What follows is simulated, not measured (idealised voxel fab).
Process module in this document: voxel tone inversion
Displayed cross-section: cut, width of 145 nm, square cells sized 5 nm.
Cross-section layout: square cells on a grid; listed as bands, top to bottom; a band spans one or more cell rows. Look at the band entry: it leads with the top's height and the bottom's height in nm. Then it lists the materials left to right, with a width in nm for each. The word "throughout" on a single material says that material fills the band edge to edge. The word "air" is empty space. Beneath 0, the wafer as received is one material, and that level is where height counting begins. The lowest band goes on downward without a bottom; it is written like "0 -> down". Per-row width for "30..40": begins at first number (top row of band), ends at second number (bottom row), increment between rows held constant. A step reported as "remains unaltered" is a step in which no cell of the cross-section changed. Each empty space that has no open way to the top and spans at least 8 cells appears under "Fully sealed cavities" as width x height at distance, the distance counted from the left edge, all in nm. Post-settings text on a step line: simulator's own remark regarding the step. You can add "overlay nm" to a step's line. For a step with a mask, it describes how far the mask lay to the right of its planned position, and a negative number describes a lay to the left.

# Intended process steps
step 1: RECEIVE: material Si
step 2: CONFORMAL_DEP: material SiCN, thk nm 10
step 3: DIRECTIONAL_DEP: material polySi, thk nm 15
step 4: PATTERN: tone cover, mask id POSTS, material resist, width nm 20, pitch nm 40, thk nm 25, overlay nm 0
step 5: DIRECTIONAL_ETCH: etch materials polySi, depth nm 15
step 6: STRIP: etch materials resist
step 7: FILL_DEP: material lowk, thk nm 5
step 8: CMP: height nm 25
step 9: STRIP: etch materials polySi
step 10: CONFORMAL_DEP: material TiN, thk nm 5
step 11: FILL_DEP: material Cu, thk nm 10
step 12: CMP: height nm 25
step 13: CONFORMAL_DEP: material SiN, thk nm 5

# Concerning the first of two wafers, which was run in accordance with the plan

# As-received wafer cross-section (after step 1)
	0 -> down | Si throughout
	Fully sealed cavities: none

# Cross-sectional representation of the wafer at the conclusion of step 2
	10 -> 0 | SiCN throughout
	Below 0, the layers are the same as they were.

# Cross-sectional representation of the wafer at the conclusion of step 3
	25 -> 10 | polySi throughout
	Below 10, the layers are the same as they were.

# Cross-sectional representation of the wafer at the conclusion of step 4
	50 -> 25 | air=20; resist=20; air=20; resist=20; air=20; resist=20; air=25
	Below 25, the layers are the same as they were.

# Cross-sectional representation of the wafer at the conclusion of step 5
	50 -> 25 | air=20; resist=20; air=20; resist=20; air=20; resist=20; air=25
	25 -> 10 | air=20; polySi=20; air=20; polySi=20; air=20; polySi=20; air=25
	Below 10, the layers are the same as they were.

# Cross-sectional representation of the wafer at the conclusion of step 6
	25 -> 10 | air=20; polySi=20; air=20; polySi=20; air=20; polySi=20; air=25
	Below 10, the layers are the same as they were.

# Cross-sectional representation of the wafer at the conclusion of step 7
	30 -> 25 | lowk throughout
	25 -> 10 | lowk=20; polySi=20; lowk=20; polySi=20; lowk=20; polySi=20; lowk=25
	Below 10, the layers are the same as they were.

# Cross-sectional representation of the wafer at the conclusion of step 8
	25 -> 10 | lowk=20; polySi=20; lowk=20; polySi=20; lowk=20; polySi=20; lowk=25
	Below 10, the layers are the same as they were.

# Cross-sectional representation of the wafer at the conclusion of step 9
	25 -> 10 | lowk=20; air=20; lowk=20; air=20; lowk=20; air=20; lowk=25
	Below 10, the layers are the same as they were.

# Cross-sectional representation of the wafer at the conclusion of step 10
	30 -> 25 | TiN=25; air=10; TiN=30; air=10; TiN=30; air=10; TiN=30
	25 -> 15 | lowk=20; TiN=5; air=10; TiN=5; lowk=20; TiN=5; air=10; TiN=5; lowk=20; TiN=5; air=10; TiN=5; lowk=25
	15 -> 10 | lowk=20; TiN=20; lowk=20; TiN=20; lowk=20; TiN=20; lowk=25
	Below 10, the layers are the same as they were.

# Cross-sectional representation of the wafer at the conclusion of step 11
	40 -> 30 | Cu throughout
	30 -> 25 | TiN=25; Cu=10; TiN=30; Cu=10; TiN=30; Cu=10; TiN=30
	25 -> 15 | lowk=20; TiN=5; Cu=10; TiN=5; lowk=20; TiN=5; Cu=10; TiN=5; lowk=20; TiN=5; Cu=10; TiN=5; lowk=25
	Below 15, the layers are the same as they were.

# Cross-sectional representation of the wafer at the conclusion of step 12
	25 -> 15 | lowk=20; TiN=5; Cu=10; TiN=5; lowk=20; TiN=5; Cu=10; TiN=5; lowk=20; TiN=5; Cu=10; TiN=5; lowk=25
	Below 15, the layers are the same as they were.

# Cross-sectional representation of the wafer at the conclusion of step 13
	30 -> 25 | SiN throughout
	Below 25, the layers are the same as they were.

# The Second Wafer: Common Origin and Plan, One Mistake in Execution, Identical to the First Through Step 1

# Second wafer, sectioned view, at step 2's planned end time
	15 -> 0 | polySi throughout
	Below 0, the layers are the same as they were.

# Second wafer, sectioned view, at step 3's planned end time
	25 -> 15 | SiCN throughout
	Below 15, the layers are the same as they were.

# Second wafer, sectioned view, at step 4's planned end time
	50 -> 25 | air=20; resist=20; air=20; resist=20; air=20; resist=20; air=25
	Below 25, the layers are the same as they were.

Second wafer, sectioned view, at step 5's planned end time: remains unaltered

# Second wafer, sectioned view, at step 6's planned end time
	25 -> 15 | SiCN throughout
	Below 15, the layers are the same as they were.

# Second wafer, sectioned view, at step 7's planned end time
	30 -> 25 | lowk throughout
	Below 25, the layers are the same as they were.

# Second wafer, sectioned view, at step 8's planned end time
	25 -> 15 | SiCN throughout
	Below 15, the layers are the same as they were.

Second wafer, sectioned view, at step 9's planned end time: remains unaltered

# Second wafer, sectioned view, at step 10's planned end time
	30 -> 25 | TiN throughout
	Below 25, the layers are the same as they were.

# Second wafer, sectioned view, at step 11's planned end time
	40 -> 30 | Cu throughout
	Below 30, the layers are the same as they were.

# Second wafer, sectioned view, at step 12's planned end time
	25 -> 15 | SiCN throughout
	Below 15, the layers are the same as they were.

# Second wafer, sectioned view, at step 13's planned end time
	30 -> 25 | SiN throughout
	Below 25, the layers are the same as they were.
Misprocessing identified: steps 2 and 3 were swapped
Final difference in cells, second wafer against first, listed per material as more or fewer: Cu -12 | TiN -24 | lowk -51 | polySi +87
